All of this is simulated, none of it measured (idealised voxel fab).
Process module name: voxel self aligned vias
Section shown: cut. Width: 175 nm. Cell size: 5 nm, square.
Each cross-section below is a grid of square cells, stated as bands in top-down order, with one or more rows of cells making up each band. Per band: top height and bottom height in nm, followed by the left-to-right materials and their widths in nm; "all across" marks a single material spanning edge to edge, "empty" marks empty space. Basically, 0 is our baseline, since under it the wafer straight out of the box is all one material. The bottom band has no lower end and keeps on going down, so it looks like "0..down". Width: "30->40" (first number = top row, second number = bottom row, same change from row to row of cells). You'll sometimes find "nothing was modified" written for a step, and that's the way of saying that nowhere in the cross-section did a cell change during that step. Enclosed void inventory: empty space of 8 cells or more with no open way to the top, each as width x height at its distance from the left edge, in nm. The remark found on a step's line after its settings is issued by the simulator itself and pertains to that step. overlay nm, on a step with a mask: how far to the right of its planned place the mask lay; to the left if negative.
[Steps planned for the process]
1 RECEIVE, material Si
2 CONFORMAL_DEP, material SiO2, thk nm 10
3 CONFORMAL_DEP, material SiCN, thk nm 5
4 DIRECTIONAL_DEP, material SiO2, thk nm 20
5 DIRECTIONAL_DEP, material aC, thk nm 10
6 PATTERN, tone open, mask id LINES, material resist, width nm 20, pitch nm 50, thk nm 25, overlay nm 0
7 DIRECTIONAL_ETCH, etch materials aC, depth nm 10
8 STRIP, etch materials resist
9 DIRECTIONAL_ETCH, etch materials SiO2, depth nm 20
10 STRIP, etch materials aC
11 CONFORMAL_DEP, material TiN, thk nm 5
12 FILL_DEP, material W, thk nm 5
13 CMP, height nm 35
14 SELECTIVE_ETCH, etch materials W Ru TiN, depth nm 5
15 FILL_DEP, material SiN, thk nm 10
16 CMP, height nm 35
17 DIRECTIONAL_DEP, material SiO2, thk nm 15
18 MASKED_ETCH, tone open, mask id VIAS, width nm 30, pitch nm 100, etch materials SiO2, depth nm 15, overlay nm 0
19 MASKED_ETCH, tone open, mask id VIAS, width nm 30, pitch nm 100, etch materials SiN, depth nm 5, overlay nm 0
20 CONFORMAL_DEP, material TiN, thk nm 5
21 FILL_DEP, material Ru, thk nm 5
22 CMP, height nm 50
23 CONFORMAL_DEP, material SiCN, thk nm 5
[Wafer as received: cross-section following step 1]
- 0..down  Si all across
- Enclosed void inventory: none
[Final cross-section, module run with one mistake (start and plan as above)]
- 55..50  SiCN all across
- 50..40  SiO2 20 nm / TiN 5 nm / Ru 20 nm / TiN 5 nm / SiO2 70 nm / TiN 5 nm / Ru 20 nm / TiN 5 nm / SiO2 25 nm
- 40..35  SiO2 20 nm / TiN 10 nm / Ru 10 nm / TiN 10 nm / SiO2 70 nm / TiN 10 nm / Ru 10 nm / TiN 10 nm / SiO2 25 nm
- 35..30  SiO2 25 nm / TiN 20 nm / SiO2 30 nm / SiN 20 nm / SiO2 30 nm / TiN 20 nm / SiO2 30 nm
- 30..20  SiO2 25 nm / TiN 5 nm / W 10 nm / TiN 5 nm / SiO2 30 nm / TiN 5 nm / W 10 nm / TiN 5 nm / SiO2 30 nm / TiN 5 nm / W 10 nm / TiN 5 nm / SiO2 30 nm
- 20..15  SiO2 25 nm / TiN 20 nm / SiO2 30 nm / TiN 20 nm / SiO2 30 nm / TiN 20 nm / SiO2 30 nm
- 15..0  SiO2 all across
- 0..down  Si all across
- Enclosed void inventory: none
Diagnosis: step 3 ran with different settings than intended, the actual operation and settings being CONFORMAL_DEP, material SiO2, thk nm 5
